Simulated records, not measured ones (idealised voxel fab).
process module | voxel wiring stack
cross-section cut | 165 nm wide | cells 5 nm
A cross-section is a grid of square cells, given in bands from the top down. A band is one or more rows of cells.
Each band's line starts with the height of the band's top and of its bottom, in nm. Then come its materials from left to right, each with its width in nm. One material with "throughout" fills the band from edge to edge. "air" is empty space.
Height 0 is the level under which the wafer as received is all one material. The lowest band goes on downwards, as in "0 down".
A width such as "30 to 40" changes by the same amount from each row of cells to the next, from the band's top row to its bottom row.
"no change" after a step means that no cell of the cross-section changed.
closed voids: empty space of 8 cells or more with no open way to the top, each as width x height at its distance from the left edge, in nm
after a step's settings: what the simulator itself notes on the step
overlay nm, on a step with a mask: how far to the right of its planned place the mask lay; to the left if negative
plan
1 op RECEIVE | material Si
2 op CONFORMAL_DEP | material SiO2 | thk nm 15
3 op CONFORMAL_DEP | material SiCN | thk nm 5
4 op DIRECTIONAL_DEP | material lowk | thk nm 25
5 op DIRECTIONAL_DEP | material aC | thk nm 10
6 op PATTERN | tone open | mask id METAL_1 | material resist | width nm 25 | pitch nm 40 | thk nm 25 | overlay nm 0
7 op DIRECTIONAL_ETCH | etch materials aC | depth nm 10
8 op STRIP | etch materials resist
9 op DIRECTIONAL_ETCH | etch materials lowk | depth nm 25
10 op DIRECTIONAL_ETCH | etch materials SiCN | depth nm 5
11 op STRIP | etch materials aC
12 op CONFORMAL_DEP | material TiN | thk nm 5
13 op FILL_DEP | material Cu | thk nm 10
14 op CMP | height nm 45
15 op CONFORMAL_DEP | material SiCN | thk nm 5
16 op DIRECTIONAL_DEP | material SiO2 | thk nm 20
17 op PATTERN | tone open | mask id PLUG_1 | material resist | width nm 15 | pitch nm 40 | thk nm 15 | overlay nm 0
18 op DIRECTIONAL_ETCH | etch materials SiO2 | depth nm 20
19 op DIRECTIONAL_ETCH | etch materials SiCN | depth nm 5
20 op STRIP | etch materials resist
21 op EPI | material Ru | thk nm 10
22 op EPI | material Ru | thk nm 10
23 op EPI | material Ru | thk nm 5
24 op CONFORMAL_DEP | material SiCN | thk nm 5
25 op DIRECTIONAL_DEP | material SiO2 | thk nm 20
26 op DIRECTIONAL_DEP | material aC | thk nm 10
27 op PATTERN | tone open | mask id METAL_2 | material resist | width nm 25 | pitch nm 40 | thk nm 25 | overlay nm 0
28 op DIRECTIONAL_ETCH | etch materials aC | depth nm 10
29 op STRIP | etch materials resist
30 op DIRECTIONAL_ETCH | etch materials SiO2 | depth nm 20
31 op DIRECTIONAL_ETCH | etch materials SiCN | depth nm 5
32 op STRIP | etch materials aC
33 op CONFORMAL_DEP | material TiN | thk nm 5
34 op FILL_DEP | material W | thk nm 10
35 op CMP | height nm 95
36 op CONFORMAL_DEP | material SiN | thk nm 5
as received, after step 1
  0 down: Si throughout
  closed voids: none
first wafer at the end, as planned
  100 to 95: SiN throughout
  95 to 75: SiO2 30 | TiN 5 | W 15 | TiN 5 | SiO2 15 | TiN 5 | W 15 | TiN 5 | SiO2 15 | TiN 5 | W 15 | TiN 5 | SiO2 30
  75 to 70: SiCN 30 | TiN 25 | SiCN 15 | TiN 25 | SiCN 15 | TiN 25 | SiCN 30
  70 to 50: SiO2 30 | Ru 15 | SiO2 25 | Ru 15 | SiO2 25 | Ru 15 | SiO2 40
  50 to 45: SiCN 30 | Ru 15 | SiCN 25 | Ru 15 | SiCN 25 | Ru 15 | SiCN 40
  45 to 20: lowk 30 | TiN 5 | Cu 15 | TiN 5 | lowk 15 | TiN 5 | Cu 15 | TiN 5 | lowk 15 | TiN 5 | Cu 15 | TiN 5 | lowk 30
  20 to 15: SiCN 30 | TiN 25 | SiCN 15 | TiN 25 | SiCN 15 | TiN 25 | SiCN 30
  15 to 0: SiO2 throughout
  0 down: Si throughout
  closed voids: none
second wafer at the end: like start, like plan, one mistake
  100 to 95: SiN throughout
  95 to 75: SiO2 25 | TiN 5 | W 15 | TiN 5 | SiO2 15 | TiN 5 | W 15 | TiN 5 | SiO2 15 | TiN 5 | W 15 | TiN 5 | SiO2 35
  75 to 70: SiCN 25 | TiN 25 | SiCN 15 | TiN 25 | SiCN 15 | TiN 25 | SiCN 35
  70 to 50: SiO2 30 | Ru 15 | SiO2 25 | Ru 15 | SiO2 25 | Ru 15 | SiO2 40
  50 to 45: SiCN 30 | Ru 15 | SiCN 25 | Ru 15 | SiCN 25 | Ru 15 | SiCN 40
  45 to 20: lowk 30 | TiN 5 | Cu 15 | TiN 5 | lowk 15 | TiN 5 | Cu 15 | TiN 5 | lowk 15 | TiN 5 | Cu 15 | TiN 5 | lowk 30
  20 to 15: SiCN 30 | TiN 25 | SiCN 15 | TiN 25 | SiCN 15 | TiN 25 | SiCN 30
  15 to 0: SiO2 throughout
  0 down: Si throughout
  closed voids: none
what went wrong: step 27 ran as: op PATTERN | tone open | mask id METAL_2 | material resist | width nm 25 | pitch nm 40 | thk nm 25 | overlay nm -5
at the end the second wafer has, in cells: as many of each material as the first, in other places
